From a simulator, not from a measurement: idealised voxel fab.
Process module in this document: voxel self aligned vias
Each square cell in cross-section cut measures 5 nm, and the section as a whole is 265 nm wide.
Cross-section spec: square-cell grid; bands listed top down; each band is one or more rows.
Heights first: top, then bottom, in nm. Then materials, left to right, each with a width in nm. "everywhere" on a single material: fills the band edge to edge. "blank": empty space.
It should be noted that heights are counted from 0, beneath which the wafer as supplied is of one material throughout, and that the lowest band possesses no lower boundary but continues downward, as written in "0 nm and below".
Per-row width for "30 to 40": begins at first number (top row of band), ends at second number (bottom row), increment between rows held constant.
Take "everything unchanged" at face value: in the step it is given for, the cross-section changed in none of its cells.
Under "Fully closed voids" you'll find the enclosed gaps, the ones with no way out to the top, that are 8 cells or bigger; each reads width x height at distance, with distance counted from the left edge, everything in nm.
That trailing text on a step's line, after the settings, is the simulator's own remark on the step.
A step's line can hold "overlay nm"; with a mask on that step, the setting says how far right of the planned place the mask lay, while a negative setting says it lay to the left.

### plan
1: RECEIVE | material Si
2: CONFORMAL_DEP | material SiO2 | thk nm 15
3: CONFORMAL_DEP | material SiCN | thk nm 5
4: DIRECTIONAL_DEP | material SiO2 | thk nm 30
5: MASKED_ETCH | tone open | mask id LINES | width nm 25 | pitch nm 60 | etch materials SiO2 | depth nm 30 | overlay nm 0
6: CONFORMAL_DEP | material TiN | thk nm 5
7: FILL_DEP | material W | thk nm 5
8: CMP | height nm 50
9: SELECTIVE_ETCH | etch materials W Ru TiN | depth nm 10
10: FILL_DEP | material SiN | thk nm 10
11: CMP | height nm 50
12: DIRECTIONAL_DEP | material SiO2 | thk nm 15
13: MASKED_ETCH | tone open | mask id VIAS | width nm 45 | pitch nm 60 | etch materials SiO2 | depth nm 15 | overlay nm 0
14: MASKED_ETCH | tone open | mask id VIAS | width nm 45 | pitch nm 60 | etch materials SiN | depth nm 10 | overlay nm 0
15: CONFORMAL_DEP | material TiN | thk nm 5
16: FILL_DEP | material Ru | thk nm 5
17: CMP | height nm 65
18: CONFORMAL_DEP | material SiCN | thk nm 5

### as received, after step 1
- 0 nm and below  Si everywhere
- Fully closed voids: none

### first wafer at the end, as planned
- 70 nm to 65 nm  SiCN everywhere
- 65 nm to 55 nm  SiO2 50  TiN 5  Ru 35  TiN 5  SiO2 15  TiN 5  Ru 35  TiN 5  SiO2 15  TiN 5  Ru 35  TiN 5  SiO2 50
- 55 nm to 45 nm  SiO2 50 to 60  TiN 15 to 5  Ru 15  TiN 15 to 5  SiO2 15 to 35  TiN 15 to 5  Ru 15  TiN 15 to 5  SiO2 15 to 35  TiN 15 to 5  Ru 15  TiN 15 to 5  SiO2 50 to 60
- 45 nm to 40 nm  SiO2 60  TiN 25  SiO2 35  TiN 25  SiO2 35  TiN 25  SiO2 60
- 40 nm to 25 nm  SiO2 60  TiN 5  W 15  TiN 5  SiO2 35  TiN 5  W 15  TiN 5  SiO2 35  TiN 5  W 15  TiN 5  SiO2 60
- 25 nm to 20 nm  SiO2 60  TiN 25  SiO2 35  TiN 25  SiO2 35  TiN 25  SiO2 60
- 20 nm to 15 nm  SiCN everywhere
- 15 nm to 0 nm  SiO2 everywhere
- 0 nm and below  Si everywhere
- Fully closed voids: none

### The second wafer, shown in cross-section after the module: started the same way as the first and given the same plan, yet one mistake crept into how it was run
- 70 nm to 65 nm  SiCN everywhere
- 65 nm to 55 nm  Ru 45  TiN 5  SiO2 45  TiN 5  Ru 5  TiN 5  SiO2 45  TiN 5  Ru 5  TiN 5  SiO2 45  TiN 5  Ru 45
- 55 nm to 50 nm  TiN 50  SiO2 45  TiN 15  SiO2 45  TiN 15  SiO2 45  TiN 50
- 50 nm to 40 nm  SiO2 60  SiN 25  SiO2 35  SiN 25  SiO2 35  SiN 25  SiO2 60
- 40 nm to 25 nm  SiO2 60  TiN 5  W 15  TiN 5  SiO2 35  TiN 5  W 15  TiN 5  SiO2 35  TiN 5  W 15  TiN 5  SiO2 60
- 25 nm to 20 nm  SiO2 60  TiN 25  SiO2 35  TiN 25  SiO2 35  TiN 25  SiO2 60
- 20 nm to 15 nm  SiCN everywhere
- 15 nm to 0 nm  SiO2 everywhere
- 0 nm and below  Si everywhere
- Fully closed voids: none
Run error: step 13, actual vs plan mismatch, actual run MASKED_ETCH | tone cover | mask id VIAS | width nm 45 | pitch nm 60 | etch materials SiO2 | depth nm 15 | overlay nm 0
In the final state, the cell counts of the second wafer exceed or fall short of those of the first for the following materials: 20 fewer of Ru, 30 more of SiN, 3 more of SiO2, 13 fewer of TiN
